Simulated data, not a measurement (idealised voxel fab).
Herein follows the process module entitled voxel transistor to metal.
For reference, the cross-section in this document is cut, with width 290 nm and square cells of 5 nm.
Think of the cross-section as a grid of square cells. We describe it in bands, top to bottom, and each band covers one or more rows of those cells. Per band: top height and bottom height in nm, followed by the left-to-right materials and their widths in nm; "throughout" marks a single material spanning edge to edge, "air" marks empty space. Below 0: as-received wafer, all one material; heights counted from there. Lowest band: no bottom, goes on down, written "0 -> down". Think of "30..40" as a width that walks from the first number to the second as you go down the band, top row to bottom row, taking equal-sized steps from row to row. Where the words "all unchanged" appear for a step, the cross-section shows no cell changed by that step; every cell remained as before. Empty spaces without an open route to the top, at least 8 cells in extent, make up the entry "Unvented cavities"; each is given as width x height at distance, where the distance is measured from the left edge, and all are in nm. Formally, on a step line, whatever follows the settings is a remark that the simulator itself makes on the step. overlay nm, on a step with a mask: how far to the right of its planned place the mask lay; to the left if negative. Pairs, read this way: before one process step on the one hand, after it on the other, the after cross-section ending at the lowest band that changed; the step between, settings included, beneath. Same starting wafer throughout, but possibly different runs of this module, so no pair continues from the pair above unless its entry headed "Before processing" says so.

Before processing:
    30 -> 25  air=45; SiN=55; air=90; SiN=55; air=45
    25 -> 15  air=45; SiN=5; SiO2=5; SiCN=35; SiO2=5; SiN=5; air=90; SiN=5; SiO2=5; SiCN=35; SiO2=5; SiN=5; air=45
    15 -> 5  air=45; SiN=5; SiO2=5; polySi=35; SiO2=5; SiN=5; air=90; SiN=5; SiO2=5; polySi=35; SiO2=5; SiN=5; air=45
    5 -> 0  SiN=20; air=25; SiN=5; SiO2=5; polySi=35; SiO2=5; SiN=5; air=25; SiN=40; air=25; SiN=5; SiO2=5; polySi=35; SiO2=5; SiN=5; air=25; SiN=20
    0 -> -5  SiO2=15; SiN=35; SiO2=5; polySi=35; SiO2=5; SiN=35; SiO2=30; SiN=35; SiO2=5; polySi=35; SiO2=5; SiN=35; SiO2=15
    -5 -> -10  SiO2 throughout
    -10 -> -75  SiO2=15; Si=115; SiO2=30; Si=115; SiO2=15
    -75 -> down  Si throughout
    Unvented cavities: none

Resulting Cross-Section:
    25 -> 15  air=45; SiN=5; SiO2=5; SiCN=35; SiO2=5; SiN=5; air=90; SiN=5; SiO2=5; SiCN=35; SiO2=5; SiN=5; air=45
    15 -> 0  air=45; SiN=5; SiO2=5; polySi=35; SiO2=5; SiN=5; air=90; SiN=5; SiO2=5; polySi=35; SiO2=5; SiN=5; air=45
    0 -> -5  SiO2=15; SiN=5; air=25; SiN=5; SiO2=5; polySi=35; SiO2=5; SiN=5; air=25; SiN=5; SiO2=30; SiN=5; air=25; SiN=5; SiO2=5; polySi=35; SiO2=5; SiN=5; air=25; SiN=5; SiO2=15
    Below a height of -5, the structure has not been altered.
    Unvented cavities: none
The structure shown above changes from one cross-section to the other through DIRECTIONAL_ETCH,etch materials SiN,depth nm 5

Before processing: The cross-section prior to this step is the one presented after the step of the pair immediately above.

Resulting Cross-Section:
    25 -> 20  air=45; SiN=5; air=5; SiCN=35; air=5; SiN=5; air=90; SiN=5; air=5; SiCN=35; air=5; SiN=5; air=45
    20 -> 15  air=45; SiN=5; SiO2=5; SiCN=35; SiO2=5; SiN=5; air=90; SiN=5; SiO2=5; SiCN=35; SiO2=5; SiN=5; air=45
    15 -> 0  air=45; SiN=5; SiO2=5; polySi=35; SiO2=5; SiN=5; air=90; SiN=5; SiO2=5; polySi=35; SiO2=5; SiN=5; air=45
    0 -> -5  air=15; SiN=5; air=25; SiN=5; SiO2=5; polySi=35; SiO2=5; SiN=5; air=25; SiN=5; air=30; SiN=5; air=25; SiN=5; SiO2=5; polySi=35; SiO2=5; SiN=5; air=25; SiN=5; air=15
    -5 -> -10  SiO2=20; air=25; SiO2=55; air=25; SiO2=40; air=25; SiO2=55; air=25; SiO2=20
    Below a height of -10, the structure has not been altered.
    Unvented cavities: none
The structure shown above changes from one cross-section to the other through DIRECTIONAL_ETCH,etch materials SiO2,depth nm 5

Before processing: The cross-section prior to this step is the one presented after the step of the pair immediately above.

Resulting Cross-Section:
    25 -> 20  air=45; SiN=5; air=5; SiCN=35; air=5; SiN=5; air=90; SiN=5; air=5; SiCN=35; air=5; SiN=5; air=45
    20 -> 15  air=45; SiN=5; SiO2=5; SiCN=35; SiO2=5; SiN=5; air=90; SiN=5; SiO2=5; SiCN=35; SiO2=5; SiN=5; air=45
    15 -> 0  air=45; SiN=5; SiO2=5; polySi=35; SiO2=5; SiN=5; air=90; SiN=5; SiO2=5; polySi=35; SiO2=5; SiN=5; air=45
    0 -> -5  air=15; SiN=5; air=25; SiN=5; SiO2=5; polySi=35; SiO2=5; SiN=5; air=25; SiN=5; air=30; SiN=5; air=25; SiN=5; SiO2=5; polySi=35; SiO2=5; SiN=5; air=25; SiN=5; air=15
    -5 -> -10  SiO2=20; air=25; SiO2=55; air=25; SiO2=40; air=25; SiO2=55; air=25; SiO2=20
    -10 -> -20  SiO2=15; Si=5; air=25; Si=55; air=25; Si=5; SiO2=30; Si=5; air=25; Si=55; air=25; Si=5; SiO2=15
    Below a height of -20, the structure has not been altered.
    Unvented cavities: none
The structure shown above changes from one cross-section to the other through DIRECTIONAL_ETCH,etch materials Si,depth nm 10

Before processing: The cross-section prior to this step is the one presented after the step of the pair immediately above.

Resulting Cross-Section:
    25 -> 20  air=45; SiN=5; air=5; SiCN=35; air=5; SiN=5; air=90; SiN=5; air=5; SiCN=35; air=5; SiN=5; air=45
    20 -> 15  air=45; SiN=5; SiO2=5; SiCN=35; SiO2=5; SiN=5; air=90; SiN=5; SiO2=5; SiCN=35; SiO2=5; SiN=5; air=45
    15 -> 0  air=45; SiN=5; SiO2=5; polySi=35; SiO2=5; SiN=5; air=90; SiN=5; SiO2=5; polySi=35; SiO2=5; SiN=5; air=45
    0 -> -5  air=15; SiN=5; SiGe=10; air=5; SiGe=10; SiN=5; SiO2=5; polySi=35; SiO2=5; SiN=5; SiGe=10; air=5; SiGe=10; SiN=5; air=30; SiN=5; SiGe=10; air=5; SiGe=10; SiN=5; SiO2=5; polySi=35; SiO2=5; SiN=5; SiGe=10; air=5; SiGe=10; SiN=5; air=15
    -5 -> -10  SiO2=20; SiGe=10; air=5; SiGe=10; SiO2=55; SiGe=10; air=5; SiGe=10; SiO2=40; SiGe=10; air=5; SiGe=10; SiO2=55; SiGe=10; air=5; SiGe=10; SiO2=20
    -10 -> -20  SiO2=15; Si=5; SiGe=25; Si=55; SiGe=25; Si=5; SiO2=30; Si=5; SiGe=25; Si=55; SiGe=25; Si=5; SiO2=15
    Below a height of -20, the structure has not been altered.
    Unvented cavities: none
The structure shown above changes from one cross-section to the other through EPI,material SiGe,thk nm 10

Before processing: The cross-section prior to this step is the one presented after the step of the pair immediately above.

Resulting Cross-Section:
    35 -> 25  SiO2 throughout
    25 -> 15  SiO2=45; SiN=5; SiO2=5; SiCN=35; SiO2=5; SiN=5; SiO2=90; SiN=5; SiO2=5; SiCN=35; SiO2=5; SiN=5; SiO2=45
    15 -> 0  SiO2=45; SiN=5; SiO2=5; polySi=35; SiO2=5; SiN=5; SiO2=90; SiN=5; SiO2=5; polySi=35; SiO2=5; SiN=5; SiO2=45
    0 -> -5  SiO2=15; SiN=5; SiGe=10; SiO2=5; SiGe=10; SiN=5; SiO2=5; polySi=35; SiO2=5; SiN=5; SiGe=10; SiO2=5; SiGe=10; SiN=5; SiO2=30; SiN=5; SiGe=10; SiO2=5; SiGe=10; SiN=5; SiO2=5; polySi=35; SiO2=5; SiN=5; SiGe=10; SiO2=5; SiGe=10; SiN=5; SiO2=15
    -5 -> -10  SiO2=20; SiGe=10; SiO2=5; SiGe=10; SiO2=55; SiGe=10; SiO2=5; SiGe=10; SiO2=40; SiGe=10; SiO2=5; SiGe=10; SiO2=55; SiGe=10; SiO2=5; SiGe=10; SiO2=20
    Below a height of -10, the structure has not been altered.
    Unvented cavities: none
The structure shown above changes from one cross-section to the other through FILL_DEP,material SiO2,thk nm 10

Before processing: The cross-section prior to this step is the one presented after the step of the pair immediately above.

Resulting Cross-Section:
    15 -> 0  SiO2=45; SiN=5; SiO2=5; polySi=35; SiO2=5; SiN=5; SiO2=90; SiN=5; SiO2=5; polySi=35; SiO2=5; SiN=5; SiO2=45
    Below a height of 0, the structure has not been altered.
    Unvented cavities: none
The structure shown above changes from one cross-section to the other through CMP,height nm 15

Before processing: The cross-section prior to this step is the one presented after the step of the pair immediately above.

Resulting Cross-Section:
    15 -> 0  SiO2=45; SiN=5; SiO2=5; air=35; SiO2=5; SiN=5; SiO2=90; SiN=5; SiO2=5; air=35; SiO2=5; SiN=5; SiO2=45
    0 -> -5  SiO2=15; SiN=5; SiGe=10; SiO2=5; SiGe=10; SiN=5; SiO2=5; air=35; SiO2=5; SiN=5; SiGe=10; SiO2=5; SiGe=10; SiN=5; SiO2=30; SiN=5; SiGe=10; SiO2=5; SiGe=10; SiN=5; SiO2=5; air=35; SiO2=5; SiN=5; SiGe=10; SiO2=5; SiGe=10; SiN=5; SiO2=15
    Below a height of -5, the structure has not been altered.
    Unvented cavities: none
The structure shown above changes from one cross-section to the other through STRIP,etch materials polySi

Before processing: The cross-section prior to this step is the one presented after the step of the pair immediately above.

Resulting Cross-Section:
    15 -> 10  air=45; SiN=5; air=45; SiN=5; air=90; SiN=5; air=45; SiN=5; air=45
    10 -> 0  SiO2=45; SiN=5; air=45; SiN=5; SiO2=90; SiN=5; air=45; SiN=5; SiO2=45
    0 -> -5  SiO2=15; SiN=5; SiGe=10; SiO2=5; SiGe=10; SiN=5; air=45; SiN=5; SiGe=10; SiO2=5; SiGe=10; SiN=5; SiO2=30; SiN=5; SiGe=10; SiO2=5; SiGe=10; SiN=5; air=45; SiN=5; SiGe=10; SiO2=5; SiGe=10; SiN=5; SiO2=15
    -5 -> -10  SiO2=20; SiGe=10; SiO2=5; SiGe=10; SiO2=5; air=45; SiO2=5; SiGe=10; SiO2=5; SiGe=10; SiO2=40; SiGe=10; SiO2=5; SiGe=10; SiO2=5; air=45; SiO2=5; SiGe=10; SiO2=5; SiGe=10; SiO2=20
    Below a height of -10, the structure has not been altered.
    Unvented cavities: none
The structure shown above changes from one cross-section to the other through SELECTIVE_ETCH,etch materials SiO2,depth nm 5

Before processing: The cross-section prior to this step is the one presented after the step of the pair immediately above.

Resulting Cross-Section:
    20 -> 15  air=40; HfO2=15; air=35; HfO2=15; air=80; HfO2=15; air=35; HfO2=15; air=40
    15 -> 10  HfO2=45; SiN=5; HfO2=5; air=35; HfO2=5; SiN=5; HfO2=90; SiN=5; HfO2=5; air=35; HfO2=5; SiN=5; HfO2=45
    10 -> 0  SiO2=45; SiN=5; HfO2=5; air=35; HfO2=5; SiN=5; SiO2=90; SiN=5; HfO2=5; air=35; HfO2=5; SiN=5; SiO2=45
    0 -> -5  SiO2=15; SiN=5; SiGe=10; SiO2=5; SiGe=10; SiN=5; HfO2=5; air=35; HfO2=5; SiN=5; SiGe=10; SiO2=5; SiGe=10; SiN=5; SiO2=30; SiN=5; SiGe=10; SiO2=5; SiGe=10; SiN=5; HfO2=5; air=35; HfO2=5; SiN=5; SiGe=10; SiO2=5; SiGe=10; SiN=5; SiO2=15
    -5 -> -10  SiO2=20; SiGe=10; SiO2=5; SiGe=10; SiO2=5; HfO2=45; SiO2=5; SiGe=10; SiO2=5; SiGe=10; SiO2=40; SiGe=10; SiO2=5; SiGe=10; SiO2=5; HfO2=45; SiO2=5; SiGe=10; SiO2=5; SiGe=10; SiO2=20
    Below a height of -10, the structure has not been altered.
    Unvented cavities: none
The structure shown above changes from one cross-section to the other through CONFORMAL_DEP,material HfO2,thk nm 5

Before processing: The cross-section prior to this step is the one presented after the step of the pair immediately above.

Resulting Cross-Section:
    25 -> 20  air=35; TiN=25; air=25; TiN=25; air=70; TiN=25; air=25; TiN=25; air=35
    20 -> 15  TiN=40; HfO2=15; TiN=5; air=25; TiN=5; HfO2=15; TiN=80; HfO2=15; TiN=5; air=25; TiN=5; HfO2=15; TiN=40
    15 -> 10  HfO2=45; SiN=5; HfO2=5; TiN=5; air=25; TiN=5; HfO2=5; SiN=5; HfO2=90; SiN=5; HfO2=5; TiN=5; air=25; TiN=5; HfO2=5; SiN=5; HfO2=45
    10 -> 0  SiO2=45; SiN=5; HfO2=5; TiN=5; air=25; TiN=5; HfO2=5; SiN=5; SiO2=90; SiN=5; HfO2=5; TiN=5; air=25; TiN=5; HfO2=5; SiN=5; SiO2=45
    0 -> -5  SiO2=15; SiN=5; SiGe=10; SiO2=5; SiGe=10; SiN=5; HfO2=5; TiN=35; HfO2=5; SiN=5; SiGe=10; SiO2=5; SiGe=10; SiN=5; SiO2=30; SiN=5; SiGe=10; SiO2=5; SiGe=10; SiN=5; HfO2=5; TiN=35; HfO2=5; SiN=5; SiGe=10; SiO2=5; SiGe=10; SiN=5; SiO2=15
    Below a height of -5, the structure has not been altered.
    Unvented cavities: none
The structure shown above changes from one cross-section to the other through CONFORMAL_DEP,material TiN,thk nm 5

Before processing: The cross-section prior to this step is the one presented after the step of the pair immediately above.

Resulting Cross-Section:
    30 -> 25  W throughout
    25 -> 20  W=35; TiN=25; W=25; TiN=25; W=70; TiN=25; W=25; TiN=25; W=35
    20 -> 15  TiN=40; HfO2=15; TiN=5; W=25; TiN=5; HfO2=15; TiN=80; HfO2=15; TiN=5; W=25; TiN=5; HfO2=15; TiN=40
    15 -> 10  HfO2=45; SiN=5; HfO2=5; TiN=5; W=25; TiN=5; HfO2=5; SiN=5; HfO2=90; SiN=5; HfO2=5; TiN=5; W=25; TiN=5; HfO2=5; SiN=5; HfO2=45
    10 -> 0  SiO2=45; SiN=5; HfO2=5; TiN=5; W=25; TiN=5; HfO2=5; SiN=5; SiO2=90; SiN=5; HfO2=5; TiN=5; W=25; TiN=5; HfO2=5; SiN=5; SiO2=45
    Below a height of 0, the structure has not been altered.
    Unvented cavities: none
The structure shown above changes from one cross-section to the other through FILL_DEP,material W,thk nm 5

Before processing: The cross-section prior to this step is the one presented after the step of the pair immediately above.

Resulting Cross-Section:
    10 -> 0  SiO2=45; SiN=5; HfO2=5; TiN=5; W=25; TiN=5; HfO2=5; SiN=5; SiO2=90; SiN=5; HfO2=5; TiN=5; W=25; TiN=5; HfO2=5; SiN=5; SiO2=45
    Below a height of 0, the structure has not been altered.
    Unvented cavities: none
The structure shown above changes from one cross-section to the other through CMP,height nm 10

Before processing: The cross-section prior to this step is the one presented after the step of the pair immediately above.

Resulting Cross-Section:
    20 -> 10  SiO2 throughout
    Below a height of 10, the structure has not been altered.
    Unvented cavities: none
The structure shown above changes from one cross-section to the other through DIRECTIONAL_DEP,material SiO2,thk nm 10

Before processing: The cross-section prior to this step is the one presented after the step of the pair immediately above.

Resulting Cross-Section:
    40 -> 20  resist=20; air=20; resist=65; air=20; resist=40; air=20; resist=65; air=20; resist=20
    Below a height of 20, the structure has not been altered.
    Unvented cavities: none
The structure shown above changes from one cross-section to the other through PATTERN,tone open,mask id CONTACT,material resist,width nm 20,thk nm 20,overlay nm 0

Before processing: The cross-section prior to this step is the one presented after the step of the pair immediately above.

Resulting Cross-Section:
    40 -> 20  resist=20; air=20; resist=65; air=20; resist=40; air=20; resist=65; air=20; resist=20
    20 -> 10  SiO2=20; air=20; SiO2=65; air=20; SiO2=40; air=20; SiO2=65; air=20; SiO2=20
    10 -> 0  SiO2=20; air=20; SiO2=5; SiN=5; HfO2=5; TiN=5; W=25; TiN=5; HfO2=5; SiN=5; SiO2=5; air=20; SiO2=40; air=20; SiO2=5; SiN=5; HfO2=5; TiN=5; W=25; TiN=5; HfO2=5; SiN=5; SiO2=5; air=20; SiO2=20
    0 -> -5  SiO2=15; SiN=5; SiGe=10; air=5; SiGe=10; SiN=5; HfO2=5; TiN=35; HfO2=5; SiN=5; SiGe=10; air=5; SiGe=10; SiN=5; SiO2=30; SiN=5; SiGe=10; air=5; SiGe=10; SiN=5; HfO2=5; TiN=35; HfO2=5; SiN=5; SiGe=10; air=5; SiGe=10; SiN=5; SiO2=15
    -5 -> -10  SiO2=20; SiGe=10; air=5; SiGe=10; SiO2=5; HfO2=45; SiO2=5; SiGe=10; air=5; SiGe=10; SiO2=40; SiGe=10; air=5; SiGe=10; SiO2=5; HfO2=45; SiO2=5; SiGe=10; air=5; SiGe=10; SiO2=20
    Below a height of -10, the structure has not been altered.
    Unvented cavities: none
The structure shown above changes from one cross-section to the other through DIRECTIONAL_ETCH,etch materials SiO2,depth nm 30

Before processing: The cross-section prior to this step is the one presented after the step of the pair immediately above.

Resulting Cross-Section:
    20 -> 10  SiO2=20; air=20; SiO2=65; air=20; SiO2=40; air=20; SiO2=65; air=20; SiO2=20
    Below a height of 10, the structure has not been altered.
    Unvented cavities: none
The structure shown above changes from one cross-section to the other through STRIP,etch materials resist

Before processing: The cross-section prior to this step is the one presented after the step of the pair immediately above.

Resulting Cross-Section:
    25 -> 20  TiN=25; air=10; TiN=75; air=10; TiN=50; air=10; TiN=75; air=10; TiN=25
    20 -> 10  SiO2=20; TiN=5; air=10; TiN=5; SiO2=65; TiN=5; air=10; TiN=5; SiO2=40; TiN=5; air=10; TiN=5; SiO2=65; TiN=5; air=10; TiN=5; SiO2=20
    10 -> 5  SiO2=20; TiN=5; air=10; TiN=5; SiO2=5; SiN=5; HfO2=5; TiN=5; W=25; TiN=5; HfO2=5; SiN=5; SiO2=5; TiN=5; air=10; TiN=5; SiO2=40; TiN=5; air=10; TiN=5; SiO2=5; SiN=5; HfO2=5; TiN=5; W=25; TiN=5; HfO2=5; SiN=5; SiO2=5; TiN=5; air=10; TiN=5; SiO2=20
    5 -> 0  SiO2=20; TiN=20; SiO2=5; SiN=5; HfO2=5; TiN=5; W=25; TiN=5; HfO2=5; SiN=5; SiO2=5; TiN=20; SiO2=40; TiN=20; SiO2=5; SiN=5; HfO2=5; TiN=5; W=25; TiN=5; HfO2=5; SiN=5; SiO2=5; TiN=20; SiO2=20
    0 -> -5  SiO2=15; SiN=5; SiGe=10; TiN=5; SiGe=10; SiN=5; HfO2=5; TiN=35; HfO2=5; SiN=5; SiGe=10; TiN=5; SiGe=10; SiN=5; SiO2=30; SiN=5; SiGe=10; TiN=5; SiGe=10; SiN=5; HfO2=5; TiN=35; HfO2=5; SiN=5; SiGe=10; TiN=5; SiGe=10; SiN=5; SiO2=15
    -5 -> -10  SiO2=20; SiGe=10; TiN=5; SiGe=10; SiO2=5; HfO2=45; SiO2=5; SiGe=10; TiN=5; SiGe=10; SiO2=40; SiGe=10; TiN=5; SiGe=10; SiO2=5; HfO2=45; SiO2=5; SiGe=10; TiN=5; SiGe=10; SiO2=20
    Below a height of -10, the structure has not been altered.
    Unvented cavities: none
The structure shown above changes from one cross-section to the other through CONFORMAL_DEP,material TiN,thk nm 5

Before processing: The cross-section prior to this step is the one presented after the step of the pair immediately above.

Resulting Cross-Section:
    35 -> 25  Ru throughout
    25 -> 20  TiN=25; Ru=10; TiN=75; Ru=10; TiN=50; Ru=10; TiN=75; Ru=10; TiN=25
    20 -> 10  SiO2=20; TiN=5; Ru=10; TiN=5; SiO2=65; TiN=5; Ru=10; TiN=5; SiO2=40; TiN=5; Ru=10; TiN=5; SiO2=65; TiN=5; Ru=10; TiN=5; SiO2=20
    10 -> 5  SiO2=20; TiN=5; Ru=10; TiN=5; SiO2=5; SiN=5; HfO2=5; TiN=5; W=25; TiN=5; HfO2=5; SiN=5; SiO2=5; TiN=5; Ru=10; TiN=5; SiO2=40; TiN=5; Ru=10; TiN=5; SiO2=5; SiN=5; HfO2=5; TiN=5; W=25; TiN=5; HfO2=5; SiN=5; SiO2=5; TiN=5; Ru=10; TiN=5; SiO2=20
    Below a height of 5, the structure has not been altered.
    Unvented cavities: none
The structure shown above changes from one cross-section to the other through FILL_DEP,material Ru,thk nm 10

Before processing: The cross-section prior to this step is the one presented after the step of the pair immediately above.

Resulting Cross-Section:
    20 -> 10  SiO2=20; TiN=5; Ru=10; TiN=5; SiO2=65; TiN=5; Ru=10; TiN=5; SiO2=40; TiN=5; Ru=10; TiN=5; SiO2=65; TiN=5; Ru=10; TiN=5; SiO2=20
    Below a height of 10, the structure has not been altered.
    Unvented cavities: none
The structure shown above changes from one cross-section to the other through CMP,height nm 20

Before processing: The cross-section prior to this step is the one presented after the step of the pair immediately above.

Resulting Cross-Section:
    25 -> 20  TiN throughout
    Below a height of 20, the structure has not been altered.
    Unvented cavities: none
The structure shown above changes from one cross-section to the other through DIRECTIONAL_DEP,material TiN,thk nm 5

Before processing: The cross-section prior to this step is the one presented after the step of the pair immediately above.

Resulting Cross-Section:
    50 -> 25  W throughout
    Below a height of 25, the structure has not been altered.
    Unvented cavities: none
The structure shown above changes from one cross-section to the other through DIRECTIONAL_DEP,material W,thk nm 25

Before processing: The cross-section prior to this step is the one presented after the step of the pair immediately above.

Resulting Cross-Section:
    65 -> 50  air=20; resist=20; air=65; resist=20; air=40; resist=20; air=65; resist=20; air=20
    Below a height of 50, the structure has not been altered.
    Unvented cavities: none
The structure shown above changes from one cross-section to the other through PATTERN,tone cover,mask id METAL_1,material resist,width nm 20,thk nm 15,overlay nm 0

Before processing: The cross-section prior to this step is the one presented after the step of the pair immediately above.

Resulting Cross-Section:
    65 -> 50  air=20; resist=20; air=65; resist=20; air=40; resist=20; air=65; resist=20; air=20
    50 -> 25  air=20; W=20; air=65; W=20; air=40; W=20; air=65; W=20; air=20
    Below a height of 25, the structure has not been altered.
    Unvented cavities: none
The structure shown above changes from one cross-section to the other through DIRECTIONAL_ETCH,etch materials W,depth nm 25

Before processing: The cross-section prior to this step is the one presented after the step of the pair immediately above.

Resulting Cross-Section:
    65 -> 50  air=20; resist=20; air=65; resist=20; air=40; resist=20; air=65; resist=20; air=20
    50 -> 25  air=20; W=20; air=65; W=20; air=40; W=20; air=65; W=20; air=20
    25 -> 20  air=20; TiN=20; air=65; TiN=20; air=40; TiN=20; air=65; TiN=20; air=20
    Below a height of 20, the structure has not been altered.
    Unvented cavities: none
The structure shown above changes from one cross-section to the other through DIRECTIONAL_ETCH,etch materials TiN,depth nm 5

Before processing: The cross-section prior to this step is the one presented after the step of the pair immediately above.

Resulting Cross-Section:
    50 -> 25  air=20; W=20; air=65; W=20; air=40; W=20; air=65; W=20; air=20
    Below a height of 25, the structure has not been altered.
    Unvented cavities: none
The structure shown above changes from one cross-section to the other through STRIP,etch materials resist

Before processing: The cross-section prior to this step is the one presented after the step of the pair immediately above.

Resulting Cross-Section:
    60 -> 50  lowk throughout
    50 -> 25  lowk=20; W=20; lowk=65; W=20; lowk=40; W=20; lowk=65; W=20; lowk=20
    25 -> 20  lowk=20; TiN=20; lowk=65; TiN=20; lowk=40; TiN=20; lowk=65; TiN=20; lowk=20
    Below a height of 20, the structure has not been altered.
    Unvented cavities: none
The structure shown above changes from one cross-section to the other through FILL_DEP,material lowk,thk nm 10

Before processing: The cross-section prior to this step is the one presented after the step of the pair immediately above.

Resulting Cross-Section:
    50 -> 25  lowk=20; W=20; lowk=65; W=20; lowk=40; W=20; lowk=65; W=20; lowk=20
    Below a height of 25, the structure has not been altered.
    Unvented cavities: none
The structure shown above changes from one cross-section to the other through CMP,height nm 50

Before processing: The cross-section prior to this step is the one presented after the step of the pair immediately above.

Resulting Cross-Section:
    55 -> 50  SiCN throughout
    Below a height of 50, the structure has not been altered.
    Unvented cavities: none
The structure shown above changes from one cross-section to the other through CONFORMAL_DEP,material SiCN,thk nm 5

Before processing: The cross-section prior to this step is the one presented after the step of the pair immediately above.

Resulting Cross-Section:
    85 -> 55  SiO2 throughout
    Below a height of 55, the structure has not been altered.
    Unvented cavities: none
The structure shown above changes from one cross-section to the other through DIRECTIONAL_DEP,material SiO2,thk nm 30

Before processing: The cross-section prior to this step is the one presented after the step of the pair immediately above.

Resulting Cross-Section:
    85 -> 70  SiO2=20; air=20; SiO2=125; air=20; SiO2=105
    Below a height of 70, the structure has not been altered.
    Unvented cavities: none
The structure shown above changes from one cross-section to the other through MASKED_ETCH,tone open,mask id METAL_2,width nm 20,pitch nm 145,etch materials SiO2,depth nm 15,overlay nm 0

Before processing: The cross-section prior to this step is the one presented after the step of the pair immediately above.

Resulting Cross-Section:
    85 -> 70  SiO2=20; air=20; SiO2=125; air=20; SiO2=105
    70 -> 55  SiO2=20; air=15; SiO2=130; air=15; SiO2=110
    Below a height of 55, the structure has not been altered.
    Unvented cavities: none
The structure shown above changes from one cross-section to the other through MASKED_ETCH,tone open,mask id METAL_2_HOLES,width nm 15,pitch nm 145,etch materials SiO2,depth nm 15,overlay nm 0

Before processing: The cross-section prior to this step is the one presented after the step of the pair immediately above.

Resulting Cross-Section:
    85 -> 70  SiO2=20; air=20; SiO2=125; air=20; SiO2=105
    70 -> 55  SiO2=20; air=15; SiO2=130; air=15; SiO2=110
    55 -> 50  SiCN=20; air=15; SiCN=130; air=15; SiCN=110
    Below a height of 50, the structure has not been altered.
    Unvented cavities: none
The structure shown above changes from one cross-section to the other through MASKED_ETCH,tone open,mask id METAL_2_HOLES,width nm 15,pitch nm 145,etch materials SiCN,depth nm 5,overlay nm 0

Before processing: The cross-section prior to this step is the one presented after the step of the pair immediately above.

Resulting Cross-Section:
    90 -> 85  TiN=25; air=10; TiN=135; air=10; TiN=110
    85 -> 75  SiO2=20; TiN=5; air=10; TiN=5; SiO2=125; TiN=5; air=10; TiN=5; SiO2=105
    75 -> 70  SiO2=20; TiN=5; air=5; TiN=10; SiO2=125; TiN=5; air=5; TiN=10; SiO2=105
    70 -> 55  SiO2=20; TiN=5; air=5; TiN=5; SiO2=130; TiN=5; air=5; TiN=5; SiO2=110
    55 -> 50  SiCN=20; TiN=15; SiCN=130; TiN=15; SiCN=110
    Below a height of 50, the structure has not been altered.
    Unvented cavities: none
The structure shown above changes from one cross-section to the other through CONFORMAL_DEP,material TiN,thk nm 5

Before processing: The cross-section prior to this step is the one presented after the step of the pair immediately above.

Resulting Cross-Section:
    100 -> 90  Cu throughout
    90 -> 85  TiN=25; Cu=10; TiN=135; Cu=10; TiN=110
    85 -> 75  SiO2=20; TiN=5; Cu=10; TiN=5; SiO2=125; TiN=5; Cu=10; TiN=5; SiO2=105
    75 -> 70  SiO2=20; TiN=5; Cu=5; TiN=10; SiO2=125; TiN=5; Cu=5; TiN=10; SiO2=105
    70 -> 55  SiO2=20; TiN=5; Cu=5; TiN=5; SiO2=130; TiN=5; Cu=5; TiN=5; SiO2=110
    Below a height of 55, the structure has not been altered.
    Unvented cavities: none
The structure shown above changes from one cross-section to the other through FILL_DEP,material Cu,thk nm 10

Before processing: The cross-section prior to this step is the one presented after the step of the pair immediately above.

Resulting Cross-Section:
    85 -> 75  SiO2=20; TiN=5; Cu=10; TiN=5; SiO2=125; TiN=5; Cu=10; TiN=5; SiO2=105
    Below a height of 75, the structure has not been altered.
    Unvented cavities: none
The structure shown above changes from one cross-section to the other through CMP,height nm 85

Before processing: The cross-section prior to this step is the one presented after the step of the pair immediately above.

Resulting Cross-Section:
    90 -> 85  SiN throughout
    Below a height of 85, the structure has not been altered.
    Unvented cavities: none
The structure shown above changes from one cross-section to the other through CONFORMAL_DEP,material SiN,thk nm 5

Before processing:
    50 -> 25  lowk=20; W=20; lowk=65; W=20; lowk=40; W=20; lowk=65; W=20; lowk=20
    25 -> 20  lowk=20; TiN=20; lowk=65; TiN=20; lowk=40; TiN=20; lowk=65; TiN=20; lowk=20
    20 -> 10  SiO2=20; TiN=5; Ru=10; TiN=5; SiO2=65; TiN=5; Ru=10; TiN=5; SiO2=40; TiN=5; Ru=10; TiN=5; SiO2=65; TiN=5; Ru=10; TiN=5; SiO2=20
    10 -> 5  SiO2=20; TiN=5; Ru=10; TiN=5; SiO2=5; SiN=5; HfO2=5; TiN=5; W=25; TiN=5; HfO2=5; SiN=5; SiO2=5; TiN=5; Ru=10; TiN=5; SiO2=40; TiN=5; Ru=10; TiN=5; SiO2=5; SiN=5; HfO2=5; TiN=5; W=25; TiN=5; HfO2=5; SiN=5; SiO2=5; TiN=5; Ru=10; TiN=5; SiO2=20
    5 -> 0  SiO2=20; TiN=20; SiO2=5; SiN=5; HfO2=5; TiN=5; W=25; TiN=5; HfO2=5; SiN=5; SiO2=5; TiN=20; SiO2=40; TiN=20; SiO2=5; SiN=5; HfO2=5; TiN=5; W=25; TiN=5; HfO2=5; SiN=5; SiO2=5; TiN=20; SiO2=20
    0 -> -5  SiO2=15; SiN=5; SiGe=10; TiN=5; SiGe=10; SiN=5; HfO2=5; TiN=35; HfO2=5; SiN=5; SiGe=10; TiN=5; SiGe=10; SiN=5; SiO2=30; SiN=5; SiGe=10; TiN=5; SiGe=10; SiN=5; HfO2=5; TiN=35; HfO2=5; SiN=5; SiGe=10; TiN=5; SiGe=10; SiN=5; SiO2=15
    -5 -> -10  SiO2=20; SiGe=10; TiN=5; SiGe=10; SiO2=5; HfO2=45; SiO2=5; SiGe=10; TiN=5; SiGe=10; SiO2=40; SiGe=10; TiN=5; SiGe=10; SiO2=5; HfO2=45; SiO2=5; SiGe=10; TiN=5; SiGe=10; SiO2=20
    -10 -> -20  SiO2=15; Si=5; SiGe=25; Si=55; SiGe=25; Si=5; SiO2=30; Si=5; SiGe=25; Si=55; SiGe=25; Si=5; SiO2=15
    -20 -> -40  SiO2=15; Si=115; SiO2=30; Si=115; SiO2=15
    -40 -> down  Si throughout
    Unvented cavities: none

Resulting Cross-Section:
    80 -> 50  SiO2 throughout
    Below a height of 50, the structure has not been altered.
    Unvented cavities: none
The structure shown above changes from one cross-section to the other through DIRECTIONAL_DEP,material SiO2,thk nm 30
